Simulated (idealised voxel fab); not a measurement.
Presented below is a process module, voxel wiring stack.
The cross-section on display is named cut; it measures 275 nm wide, and its cells are 5 nm squares.
A cross-section in this document is a grid of square cells, and it is written down as bands, the top band listed before the ones below it; a band is made up of one or more rows of cells.
The entry gives the band's vertical extent as a top height and a bottom height in nm, then its horizontal make-up as materials from left to right, each with a width in nm. "air" stands for empty space; a single material marked "edge to edge" fills the band edge to edge.
Convention: height 0 is the level below which the wafer, as received, is all one material. The lowest band does not terminate at the bottom but continues downward, represented as "0..down".
Think of "30->40" as a width that walks from the first number to the second as you go down the band, top row to bottom row, taking equal-sized steps from row to row.
Any step labelled "everything unchanged" changed none of the cells in the cross-section.
Closed-off voids of 8+ cells (no open route to the top) go in "Unvented cavities", written width x height at distance from the left edge, in nm.
What comes after the settings on a step's line is commentary from the simulator itself on that step.
When a step includes a mask, the "overlay nm" setting on its line states how far to the right of its planned place that mask lay, and negative values state how far to the left.
[The steps planned for the process are as follows]
| 1 | op RECEIVE | material Si |
| 2 | op CONFORMAL_DEP | material SiO2 | thk nm 15 |
| 3 | op DIRECTIONAL_DEP | material TiN | thk nm 5 |
| 4 | op DIRECTIONAL_DEP | material Ru | thk nm 15 |
| 5 | op DIRECTIONAL_DEP | material aC | thk nm 15 |
| 6 | op PATTERN | tone cover | mask id METAL_1 | material resist | width nm 25 | pitch nm 40 | thk nm 35 | overlay nm 0 |
| 7 | op DIRECTIONAL_ETCH | etch materials aC | depth nm 15 |
| 8 | op STRIP | etch materials resist |
| 9 | op DIRECTIONAL_ETCH | etch materials Ru | depth nm 15 |
| 10 | op DIRECTIONAL_ETCH | etch materials TiN | depth nm 5 |
| 11 | op STRIP | etch materials aC |
| 12 | op FILL_DEP | material lowk | thk nm 5 |
| 13 | op CMP | height nm 35 |
| 14 | op CONFORMAL_DEP | material SiCN | thk nm 5 |
| 15 | op DIRECTIONAL_DEP | material lowk | thk nm 15 |
| 16 | op DIRECTIONAL_DEP | material aC | thk nm 15 |
| 17 | op PATTERN | tone open | mask id PLUG_1 | material resist | width nm 15 | pitch nm 40 | thk nm 35 | overlay nm 0 |
| 18 | op DIRECTIONAL_ETCH | etch materials aC | depth nm 15 |
| 19 | op STRIP | etch materials resist |
| 20 | op DIRECTIONAL_ETCH | etch materials lowk | depth nm 15 |
| 21 | op DIRECTIONAL_ETCH | etch materials SiCN | depth nm 5 |
| 22 | op STRIP | etch materials aC |
| 23 | op EPI | material Ru | thk nm 10 |
| 24 | op EPI | material Ru | thk nm 10 |
| 25 | op CONFORMAL_DEP | material SiN | thk nm 5 |
| 26 | op DIRECTIONAL_DEP | material SiO2 | thk nm 15 |
| 27 | op MASKED_ETCH | tone open | mask id METAL_2 | width nm 25 | pitch nm 40 | etch materials SiO2 | depth nm 15 | overlay nm 0 |
| 28 | op MASKED_ETCH | tone open | mask id METAL_2 | width nm 25 | pitch nm 40 | etch materials SiN | depth nm 5 | overlay nm 0 |
| 29 | op CONFORMAL_DEP | material TiN | thk nm 5 |
| 30 | op FILL_DEP | material Cu | thk nm 5 |
| 31 | op CMP | height nm 75 |
| 32 | op EPI | material Ru | thk nm 5 |
| 33 | op FILL_DEP | material SiCN | thk nm 5 |
| 34 | op DIRECTIONAL_DEP | material SiO2 | thk nm 35 |
| 35 | op MASKED_ETCH | tone open | mask id METAL_3 | width nm 25 | pitch nm 40 | etch materials SiO2 | depth nm 20 | overlay nm 0 |
| 36 | op DIRECTIONAL_DEP | material aC | thk nm 10 |
| 37 | op PATTERN | tone open | mask id METAL_3_HOLES | material resist | width nm 15 | pitch nm 80 | thk nm 30 | overlay nm 0 |
| 38 | op DIRECTIONAL_ETCH | etch materials aC | depth nm 10 |
| 39 | op STRIP | etch materials resist |
| 40 | op DIRECTIONAL_ETCH | etch materials SiO2 | depth nm 15 |
| 41 | op DIRECTIONAL_ETCH | etch materials SiCN | depth nm 5 |
| 42 | op STRIP | etch materials aC |
| 43 | op CONFORMAL_DEP | material TiN | thk nm 5 |
| 44 | op FILL_DEP | material Cu | thk nm 5 |
| 45 | op CMP | height nm 120 |
| 46 | op CONFORMAL_DEP | material SiN | thk nm 5 |
[The first of a set of two wafers, run to plan]
[Received-state cross-section, reflecting completion of step 1]
  0..down | Si edge to edge
  Unvented cavities: none
[Once step 2 is through, the wafer looks like this in cross-section]
  15..0 | SiO2 edge to edge
  below 0: unchanged
[Once step 3 is through, the wafer looks like this in cross-section]
  20..15 | TiN edge to edge
  below 15: unchanged
[Once step 4 is through, the wafer looks like this in cross-section]
  35..20 | Ru edge to edge
  below 20: unchanged
[Once step 5 is through, the wafer looks like this in cross-section]
  50..35 | aC edge to edge
  below 35: unchanged
[Once step 6 is through, the wafer looks like this in cross-section]
  85..50 | 65 air, 25 resist, 15 air, 25 resist, 15 air, 25 resist, 15 air, 25 resist, 65 air
  below 50: unchanged
[Once step 7 is through, the wafer looks like this in cross-section]
  70..50 | 65 air, 25 resist, 15 air, 25 resist, 15 air, 25 resist, 15 air, 25 resist, 65 air
  50..35 | 65 air, 25 aC, 15 air, 25 aC, 15 air, 25 aC, 15 air, 25 aC, 65 air
  below 35: unchanged
[Once step 8 is through, the wafer looks like this in cross-section]
  50..35 | 65 air, 25 aC, 15 air, 25 aC, 15 air, 25 aC, 15 air, 25 aC, 65 air
  below 35: unchanged
[Once step 9 is through, the wafer looks like this in cross-section]
  50..35 | 65 air, 25 aC, 15 air, 25 aC, 15 air, 25 aC, 15 air, 25 aC, 65 air
  35..20 | 65 air, 25 Ru, 15 air, 25 Ru, 15 air, 25 Ru, 15 air, 25 Ru, 65 air
  below 20: unchanged
[Once step 10 is through, the wafer looks like this in cross-section]
  50..35 | 65 air, 25 aC, 15 air, 25 aC, 15 air, 25 aC, 15 air, 25 aC, 65 air
  35..20 | 65 air, 25 Ru, 15 air, 25 Ru, 15 air, 25 Ru, 15 air, 25 Ru, 65 air
  20..15 | 65 air, 25 TiN, 15 air, 25 TiN, 15 air, 25 TiN, 15 air, 25 TiN, 65 air
  below 15: unchanged
[Once step 11 is through, the wafer looks like this in cross-section]
  35..20 | 65 air, 25 Ru, 15 air, 25 Ru, 15 air, 25 Ru, 15 air, 25 Ru, 65 air
  below 20: unchanged
[Once step 12 is through, the wafer looks like this in cross-section]
  40..35 | lowk edge to edge
  35..20 | 65 lowk, 25 Ru, 15 lowk, 25 Ru, 15 lowk, 25 Ru, 15 lowk, 25 Ru, 65 lowk
  20..15 | 65 lowk, 25 TiN, 15 lowk, 25 TiN, 15 lowk, 25 TiN, 15 lowk, 25 TiN, 65 lowk
  below 15: unchanged
[Once step 13 is through, the wafer looks like this in cross-section]
  35..20 | 65 lowk, 25 Ru, 15 lowk, 25 Ru, 15 lowk, 25 Ru, 15 lowk, 25 Ru, 65 lowk
  below 20: unchanged
[Once step 14 is through, the wafer looks like this in cross-section]
  40..35 | SiCN edge to edge
  below 35: unchanged
[Once step 15 is through, the wafer looks like this in cross-section]
  55..40 | lowk edge to edge
  below 40: unchanged
[Once step 16 is through, the wafer looks like this in cross-section]
  70..55 | aC edge to edge
  below 55: unchanged
[Once step 17 is through, the wafer looks like this in cross-section]
  105..70 | 65 resist, 15 air, 25 resist, 15 air, 25 resist, 15 air, 25 resist, 15 air, 75 resist
  below 70: unchanged
[Once step 18 is through, the wafer looks like this in cross-section]
  90..70 | 65 resist, 15 air, 25 resist, 15 air, 25 resist, 15 air, 25 resist, 15 air, 75 resist
  70..55 | 65 aC, 15 air, 25 aC, 15 air, 25 aC, 15 air, 25 aC, 15 air, 75 aC
  below 55: unchanged
[Once step 19 is through, the wafer looks like this in cross-section]
  70..55 | 65 aC, 15 air, 25 aC, 15 air, 25 aC, 15 air, 25 aC, 15 air, 75 aC
  below 55: unchanged
[Once step 20 is through, the wafer looks like this in cross-section]
  70..55 | 65 aC, 15 air, 25 aC, 15 air, 25 aC, 15 air, 25 aC, 15 air, 75 aC
  55..40 | 65 lowk, 15 air, 25 lowk, 15 air, 25 lowk, 15 air, 25 lowk, 15 air, 75 lowk
  below 40: unchanged
[Once step 21 is through, the wafer looks like this in cross-section]
  70..55 | 65 aC, 15 air, 25 aC, 15 air, 25 aC, 15 air, 25 aC, 15 air, 75 aC
  55..40 | 65 lowk, 15 air, 25 lowk, 15 air, 25 lowk, 15 air, 25 lowk, 15 air, 75 lowk
  40..35 | 65 SiCN, 15 air, 25 SiCN, 15 air, 25 SiCN, 15 air, 25 SiCN, 15 air, 75 SiCN
  below 35: unchanged
[Once step 22 is through, the wafer looks like this in cross-section]
  55..40 | 65 lowk, 15 air, 25 lowk, 15 air, 25 lowk, 15 air, 25 lowk, 15 air, 75 lowk
  below 40: unchanged
[Once step 23 is through, the wafer looks like this in cross-section]
  55..45 | 65 lowk, 15 air, 25 lowk, 15 air, 25 lowk, 15 air, 25 lowk, 15 air, 75 lowk
  45..40 | 65 lowk, 15 Ru, 25 lowk, 15 Ru, 25 lowk, 15 Ru, 25 lowk, 15 Ru, 75 lowk
  40..35 | 65 SiCN, 15 Ru, 25 SiCN, 15 Ru, 25 SiCN, 15 Ru, 25 SiCN, 15 Ru, 75 SiCN
  below 35: unchanged
[Once step 24 is through, the wafer looks like this in cross-section]
  55..40 | 65 lowk, 15 Ru, 25 lowk, 15 Ru, 25 lowk, 15 Ru, 25 lowk, 15 Ru, 75 lowk
  below 40: unchanged
[Once step 25 is through, the wafer looks like this in cross-section]
  60..55 | SiN edge to edge
  below 55: unchanged
[Once step 26 is through, the wafer looks like this in cross-section]
  75..60 | SiO2 edge to edge
  below 60: unchanged
[Once step 27 is through, the wafer looks like this in cross-section]
  75..60 | 65 SiO2, 25 air, 15 SiO2, 25 air, 15 SiO2, 25 air, 15 SiO2, 25 air, 65 SiO2
  below 60: unchanged
[Once step 28 is through, the wafer looks like this in cross-section]
  75..60 | 65 SiO2, 25 air, 15 SiO2, 25 air, 15 SiO2, 25 air, 15 SiO2, 25 air, 65 SiO2
  60..55 | 65 SiN, 25 air, 15 SiN, 25 air, 15 SiN, 25 air, 15 SiN, 25 air, 65 SiN
  below 55: unchanged
[Once step 29 is through, the wafer looks like this in cross-section]
  80..75 | 70 TiN, 15 air, 25 TiN, 15 air, 25 TiN, 15 air, 25 TiN, 15 air, 70 TiN
  75..60 | 65 SiO2, 5 TiN, 15 air, 5 TiN, 15 SiO2, 5 TiN, 15 air, 5 TiN, 15 SiO2, 5 TiN, 15 air, 5 TiN, 15 SiO2, 5 TiN, 15 air, 5 TiN, 65 SiO2
  60..55 | 65 SiN, 25 TiN, 15 SiN, 25 TiN, 15 SiN, 25 TiN, 15 SiN, 25 TiN, 65 SiN
  below 55: unchanged
[Once step 30 is through, the wafer looks like this in cross-section]
  85..80 | Cu edge to edge
  80..75 | 70 TiN, 15 Cu, 25 TiN, 15 Cu, 25 TiN, 15 Cu, 25 TiN, 15 Cu, 70 TiN
  75..60 | 65 SiO2, 5 TiN, 15 Cu, 5 TiN, 15 SiO2, 5 TiN, 15 Cu, 5 TiN, 15 SiO2, 5 TiN, 15 Cu, 5 TiN, 15 SiO2, 5 TiN, 15 Cu, 5 TiN, 65 SiO2
  below 60: unchanged
[Once step 31 is through, the wafer looks like this in cross-section]
  75..60 | 65 SiO2, 5 TiN, 15 Cu, 5 TiN, 15 SiO2, 5 TiN, 15 Cu, 5 TiN, 15 SiO2, 5 TiN, 15 Cu, 5 TiN, 15 SiO2, 5 TiN, 15 Cu, 5 TiN, 65 SiO2
  below 60: unchanged
[Once step 32 is through, the wafer looks like this in cross-section]
  80..75 | 60 air, 35 Ru, 5 air, 35 Ru, 5 air, 35 Ru, 5 air, 35 Ru, 60 air
  below 75: unchanged
[Once step 33 is through, the wafer looks like this in cross-section]
  85..80 | SiCN edge to edge
  80..75 | 60 SiCN, 35 Ru, 5 SiCN, 35 Ru, 5 SiCN, 35 Ru, 5 SiCN, 35 Ru, 60 SiCN
  below 75: unchanged
[Once step 34 is through, the wafer looks like this in cross-section]
  120..85 | SiO2 edge to edge
  below 85: unchanged
[Once step 35 is through, the wafer looks like this in cross-section]
  120..100 | 65 SiO2, 25 air, 15 SiO2, 25 air, 15 SiO2, 25 air, 15 SiO2, 25 air, 65 SiO2
  below 100: unchanged
[Once step 36 is through, the wafer looks like this in cross-section]
  130..120 | 65 aC, 25 air, 15 aC, 25 air, 15 aC, 25 air, 15 aC, 25 air, 65 aC
  120..110 | 65 SiO2, 25 air, 15 SiO2, 25 air, 15 SiO2, 25 air, 15 SiO2, 25 air, 65 SiO2
  110..100 | 65 SiO2, 25 aC, 15 SiO2, 25 aC, 15 SiO2, 25 aC, 15 SiO2, 25 aC, 65 SiO2
  below 100: unchanged
[Once step 37 is through, the wafer looks like this in cross-section]
  160..130 | 65 resist, 15 air, 65 resist, 15 air, 115 resist
  130..120 | 65 aC, 15 air, 10 resist, 15 aC, 25 resist, 15 aC, 15 air, 10 resist, 15 aC, 25 resist, 65 aC
  120..110 | 65 SiO2, 15 air, 10 resist, 15 SiO2, 25 resist, 15 SiO2, 15 air, 10 resist, 15 SiO2, 25 resist, 65 SiO2
  below 110: unchanged
[Once step 38 is through, the wafer looks like this in cross-section]
  150..130 | 65 resist, 15 air, 65 resist, 15 air, 115 resist
  130..120 | 65 aC, 15 air, 10 resist, 15 aC, 25 resist, 15 aC, 15 air, 10 resist, 15 aC, 25 resist, 65 aC
  120..110 | 65 SiO2, 15 air, 10 resist, 15 SiO2, 25 resist, 15 SiO2, 15 air, 10 resist, 15 SiO2, 25 resist, 65 SiO2
  110..100 | 65 SiO2, 15 air, 10 aC, 15 SiO2, 25 aC, 15 SiO2, 15 air, 10 aC, 15 SiO2, 25 aC, 65 SiO2
  below 100: unchanged
[Once step 39 is through, the wafer looks like this in cross-section]
  130..120 | 65 aC, 25 air, 15 aC, 25 air, 15 aC, 25 air, 15 aC, 25 air, 65 aC
  120..110 | 65 SiO2, 25 air, 15 SiO2, 25 air, 15 SiO2, 25 air, 15 SiO2, 25 air, 65 SiO2
  below 110: unchanged
[Once step 40 is through, the wafer looks like this in cross-section]
  130..120 | 65 aC, 25 air, 15 aC, 25 air, 15 aC, 25 air, 15 aC, 25 air, 65 aC
  120..110 | 65 SiO2, 25 air, 15 SiO2, 25 air, 15 SiO2, 25 air, 15 SiO2, 25 air, 65 SiO2
  110..100 | 65 SiO2, 15 air, 10 aC, 15 SiO2, 25 aC, 15 SiO2, 15 air, 10 aC, 15 SiO2, 25 aC, 65 SiO2
  100..85 | 65 SiO2, 15 air, 65 SiO2, 15 air, 115 SiO2
  below 85: unchanged
[Once step 41 is through, the wafer looks like this in cross-section]
  130..120 | 65 aC, 25 air, 15 aC, 25 air, 15 aC, 25 air, 15 aC, 25 air, 65 aC
  120..110 | 65 SiO2, 25 air, 15 SiO2, 25 air, 15 SiO2, 25 air, 15 SiO2, 25 air, 65 SiO2
  110..100 | 65 SiO2, 15 air, 10 aC, 15 SiO2, 25 aC, 15 SiO2, 15 air, 10 aC, 15 SiO2, 25 aC, 65 SiO2
  100..85 | 65 SiO2, 15 air, 65 SiO2, 15 air, 115 SiO2
  85..80 | 65 SiCN, 15 air, 65 SiCN, 15 air, 115 SiCN
  below 80: unchanged
[Once step 42 is through, the wafer looks like this in cross-section]
  120..100 | 65 SiO2, 25 air, 15 SiO2, 25 air, 15 SiO2, 25 air, 15 SiO2, 25 air, 65 SiO2
  below 100: unchanged
[Once step 43 is through, the wafer looks like this in cross-section]
  125..120 | 70 TiN, 15 air, 25 TiN, 15 air, 25 TiN, 15 air, 25 TiN, 15 air, 70 TiN
  120..105 | 65 SiO2, 5 TiN, 15 air, 5 TiN, 15 SiO2, 5 TiN, 15 air, 5 TiN, 15 SiO2, 5 TiN, 15 air, 5 TiN, 15 SiO2, 5 TiN, 15 air, 5 TiN, 65 SiO2
  105..100 | 65 SiO2, 5 TiN, 5 air, 15 TiN, 15 SiO2, 25 TiN, 15 SiO2, 5 TiN, 5 air, 15 TiN, 15 SiO2, 25 TiN, 65 SiO2
  100..85 | 65 SiO2, 5 TiN, 5 air, 5 TiN, 65 SiO2, 5 TiN, 5 air, 5 TiN, 115 SiO2
  85..80 | 65 SiCN, 15 TiN, 65 SiCN, 15 TiN, 115 SiCN
  below 80: unchanged
[Once step 44 is through, the wafer looks like this in cross-section]
  130..125 | Cu edge to edge
  125..120 | 70 TiN, 15 Cu, 25 TiN, 15 Cu, 25 TiN, 15 Cu, 25 TiN, 15 Cu, 70 TiN
  120..105 | 65 SiO2, 5 TiN, 15 Cu, 5 TiN, 15 SiO2, 5 TiN, 15 Cu, 5 TiN, 15 SiO2, 5 TiN, 15 Cu, 5 TiN, 15 SiO2, 5 TiN, 15 Cu, 5 TiN, 65 SiO2
  105..100 | 65 SiO2, 5 TiN, 5 Cu, 15 TiN, 15 SiO2, 25 TiN, 15 SiO2, 5 TiN, 5 Cu, 15 TiN, 15 SiO2, 25 TiN, 65 SiO2
  100..85 | 65 SiO2, 5 TiN, 5 Cu, 5 TiN, 65 SiO2, 5 TiN, 5 Cu, 5 TiN, 115 SiO2
  below 85: unchanged
[Once step 45 is through, the wafer looks like this in cross-section]
  120..105 | 65 SiO2, 5 TiN, 15 Cu, 5 TiN, 15 SiO2, 5 TiN, 15 Cu, 5 TiN, 15 SiO2, 5 TiN, 15 Cu, 5 TiN, 15 SiO2, 5 TiN, 15 Cu, 5 TiN, 65 SiO2
  below 105: unchanged
[Once step 46 is through, the wafer looks like this in cross-section]
  125..120 | SiN edge to edge
  below 120: unchanged
[Second wafer, same starting conditions and recipe as the first, one mistake in executing it, nothing differs from the first up to and including step 26]
[Second wafer cross-section, taken as of the time the plan sets for step 27 to be done]
  75..60 | 65 air, 25 SiO2, 15 air, 25 SiO2, 15 air, 25 SiO2, 15 air, 25 SiO2, 65 air
  below 60: unchanged
Second wafer cross-section, taken as of the time the plan sets for step 28 to be done: everything unchanged
[Second wafer cross-section, taken as of the time the plan sets for step 29 to be done]
  80..75 | 60 air, 35 TiN, 5 air, 35 TiN, 5 air, 35 TiN, 5 air, 35 TiN, 60 air
  75..65 | 60 air, 5 TiN, 25 SiO2, 5 TiN, 5 air, 5 TiN, 25 SiO2, 5 TiN, 5 air, 5 TiN, 25 SiO2, 5 TiN, 5 air, 5 TiN, 25 SiO2, 5 TiN, 60 air
  65..60 | 65 TiN, 25 SiO2, 15 TiN, 25 SiO2, 15 TiN, 25 SiO2, 15 TiN, 25 SiO2, 65 TiN
  below 60: unchanged
[Second wafer cross-section, taken as of the time the plan sets for step 30 to be done]
  85..80 | Cu edge to edge
  80..75 | 60 Cu, 35 TiN, 5 Cu, 35 TiN, 5 Cu, 35 TiN, 5 Cu, 35 TiN, 60 Cu
  75..65 | 60 Cu, 5 TiN, 25 SiO2, 5 TiN, 5 Cu, 5 TiN, 25 SiO2, 5 TiN, 5 Cu, 5 TiN, 25 SiO2, 5 TiN, 5 Cu, 5 TiN, 25 SiO2, 5 TiN, 60 Cu
  below 65: unchanged
[Second wafer cross-section, taken as of the time the plan sets for step 31 to be done]
  75..65 | 60 Cu, 5 TiN, 25 SiO2, 5 TiN, 5 Cu, 5 TiN, 25 SiO2, 5 TiN, 5 Cu, 5 TiN, 25 SiO2, 5 TiN, 5 Cu, 5 TiN, 25 SiO2, 5 TiN, 60 Cu
  below 65: unchanged
[Second wafer cross-section, taken as of the time the plan sets for step 32 to be done]
  80..75 | 70 Ru, 15 air, 25 Ru, 15 air, 25 Ru, 15 air, 25 Ru, 15 air, 70 Ru
  below 75: unchanged
[Second wafer cross-section, taken as of the time the plan sets for step 33 to be done]
  85..80 | SiCN edge to edge
  80..75 | 70 Ru, 15 SiCN, 25 Ru, 15 SiCN, 25 Ru, 15 SiCN, 25 Ru, 15 SiCN, 70 Ru
  below 75: unchanged
[Second wafer cross-section, taken as of the time the plan sets for step 34 to be done]
  120..85 | SiO2 edge to edge
  below 85: unchanged
[Second wafer cross-section, taken as of the time the plan sets for step 35 to be done]
  120..100 | 65 SiO2, 25 air, 15 SiO2, 25 air, 15 SiO2, 25 air, 15 SiO2, 25 air, 65 SiO2
  below 100: unchanged
[Second wafer cross-section, taken as of the time the plan sets for step 36 to be done]
  130..120 | 65 aC, 25 air, 15 aC, 25 air, 15 aC, 25 air, 15 aC, 25 air, 65 aC
  120..110 | 65 SiO2, 25 air, 15 SiO2, 25 air, 15 SiO2, 25 air, 15 SiO2, 25 air, 65 SiO2
  110..100 | 65 SiO2, 25 aC, 15 SiO2, 25 aC, 15 SiO2, 25 aC, 15 SiO2, 25 aC, 65 SiO2
  below 100: unchanged
[Second wafer cross-section, taken as of the time the plan sets for step 37 to be done]
  160..130 | 65 resist, 15 air, 65 resist, 15 air, 115 resist
  130..120 | 65 aC, 15 air, 10 resist, 15 aC, 25 resist, 15 aC, 15 air, 10 resist, 15 aC, 25 resist, 65 aC
  120..110 | 65 SiO2, 15 air, 10 resist, 15 SiO2, 25 resist, 15 SiO2, 15 air, 10 resist, 15 SiO2, 25 resist, 65 SiO2
  below 110: unchanged
[Second wafer cross-section, taken as of the time the plan sets for step 38 to be done]
  150..130 | 65 resist, 15 air, 65 resist, 15 air, 115 resist
  130..120 | 65 aC, 15 air, 10 resist, 15 aC, 25 resist, 15 aC, 15 air, 10 resist, 15 aC, 25 resist, 65 aC
  120..110 | 65 SiO2, 15 air, 10 resist, 15 SiO2, 25 resist, 15 SiO2, 15 air, 10 resist, 15 SiO2, 25 resist, 65 SiO2
  110..100 | 65 SiO2, 15 air, 10 aC, 15 SiO2, 25 aC, 15 SiO2, 15 air, 10 aC, 15 SiO2, 25 aC, 65 SiO2
  below 100: unchanged
[Second wafer cross-section, taken as of the time the plan sets for step 39 to be done]
  130..120 | 65 aC, 25 air, 15 aC, 25 air, 15 aC, 25 air, 15 aC, 25 air, 65 aC
  120..110 | 65 SiO2, 25 air, 15 SiO2, 25 air, 15 SiO2, 25 air, 15 SiO2, 25 air, 65 SiO2
  below 110: unchanged
[Second wafer cross-section, taken as of the time the plan sets for step 40 to be done]
  130..120 | 65 aC, 25 air, 15 aC, 25 air, 15 aC, 25 air, 15 aC, 25 air, 65 aC
  120..110 | 65 SiO2, 25 air, 15 SiO2, 25 air, 15 SiO2, 25 air, 15 SiO2, 25 air, 65 SiO2
  110..100 | 65 SiO2, 15 air, 10 aC, 15 SiO2, 25 aC, 15 SiO2, 15 air, 10 aC, 15 SiO2, 25 aC, 65 SiO2
  100..85 | 65 SiO2, 15 air, 65 SiO2, 15 air, 115 SiO2
  below 85: unchanged
[Second wafer cross-section, taken as of the time the plan sets for step 41 to be done]
  130..120 | 65 aC, 25 air, 15 aC, 25 air, 15 aC, 25 air, 15 aC, 25 air, 65 aC
  120..110 | 65 SiO2, 25 air, 15 SiO2, 25 air, 15 SiO2, 25 air, 15 SiO2, 25 air, 65 SiO2
  110..100 | 65 SiO2, 15 air, 10 aC, 15 SiO2, 25 aC, 15 SiO2, 15 air, 10 aC, 15 SiO2, 25 aC, 65 SiO2
  100..85 | 65 SiO2, 15 air, 65 SiO2, 15 air, 115 SiO2
  85..80 | 65 SiCN, 15 air, 65 SiCN, 15 air, 115 SiCN
  below 80: unchanged
[Second wafer cross-section, taken as of the time the plan sets for step 42 to be done]
  120..100 | 65 SiO2, 25 air, 15 SiO2, 25 air, 15 SiO2, 25 air, 15 SiO2, 25 air, 65 SiO2
  below 100: unchanged
[Second wafer cross-section, taken as of the time the plan sets for step 43 to be done]
  125..120 | 70 TiN, 15 air, 25 TiN, 15 air, 25 TiN, 15 air, 25 TiN, 15 air, 70 TiN
  120..105 | 65 SiO2, 5 TiN, 15 air, 5 TiN, 15 SiO2, 5 TiN, 15 air, 5 TiN, 15 SiO2, 5 TiN, 15 air, 5 TiN, 15 SiO2, 5 TiN, 15 air, 5 TiN, 65 SiO2
  105..100 | 65 SiO2, 5 TiN, 5 air, 15 TiN, 15 SiO2, 25 TiN, 15 SiO2, 5 TiN, 5 air, 15 TiN, 15 SiO2, 25 TiN, 65 SiO2
  100..85 | 65 SiO2, 5 TiN, 5 air, 5 TiN, 65 SiO2, 5 TiN, 5 air, 5 TiN, 115 SiO2
  85..80 | 65 SiCN, 15 TiN, 65 SiCN, 15 TiN, 115 SiCN
  below 80: unchanged
[Second wafer cross-section, taken as of the time the plan sets for step 44 to be done]
  130..125 | Cu edge to edge
  125..120 | 70 TiN, 15 Cu, 25 TiN, 15 Cu, 25 TiN, 15 Cu, 25 TiN, 15 Cu, 70 TiN
  120..105 | 65 SiO2, 5 TiN, 15 Cu, 5 TiN, 15 SiO2, 5 TiN, 15 Cu, 5 TiN, 15 SiO2, 5 TiN, 15 Cu, 5 TiN, 15 SiO2, 5 TiN, 15 Cu, 5 TiN, 65 SiO2
  105..100 | 65 SiO2, 5 TiN, 5 Cu, 15 TiN, 15 SiO2, 25 TiN, 15 SiO2, 5 TiN, 5 Cu, 15 TiN, 15 SiO2, 25 TiN, 65 SiO2
  100..85 | 65 SiO2, 5 TiN, 5 Cu, 5 TiN, 65 SiO2, 5 TiN, 5 Cu, 5 TiN, 115 SiO2
  below 85: unchanged
[Second wafer cross-section, taken as of the time the plan sets for step 45 to be done]
  120..105 | 65 SiO2, 5 TiN, 15 Cu, 5 TiN, 15 SiO2, 5 TiN, 15 Cu, 5 TiN, 15 SiO2, 5 TiN, 15 Cu, 5 TiN, 15 SiO2, 5 TiN, 15 Cu, 5 TiN, 65 SiO2
  below 105: unchanged
[Second wafer cross-section, taken as of the time the plan sets for step 46 to be done]
  125..120 | SiN edge to edge
  below 120: unchanged
Run error: planned and actual differ for step 27; actual: op MASKED_ETCH | tone cover | mask id METAL_2 | width nm 25 | pitch nm 40 | etch materials SiO2 | depth nm 15 | overlay nm 0
Final cells, second wafer relative to first, materials higher or lower: Cu: 18 more, Ru: 15 more, SiCN: 15 fewer, SiN: 20 more, SiO2: 45 fewer, TiN: 7 more
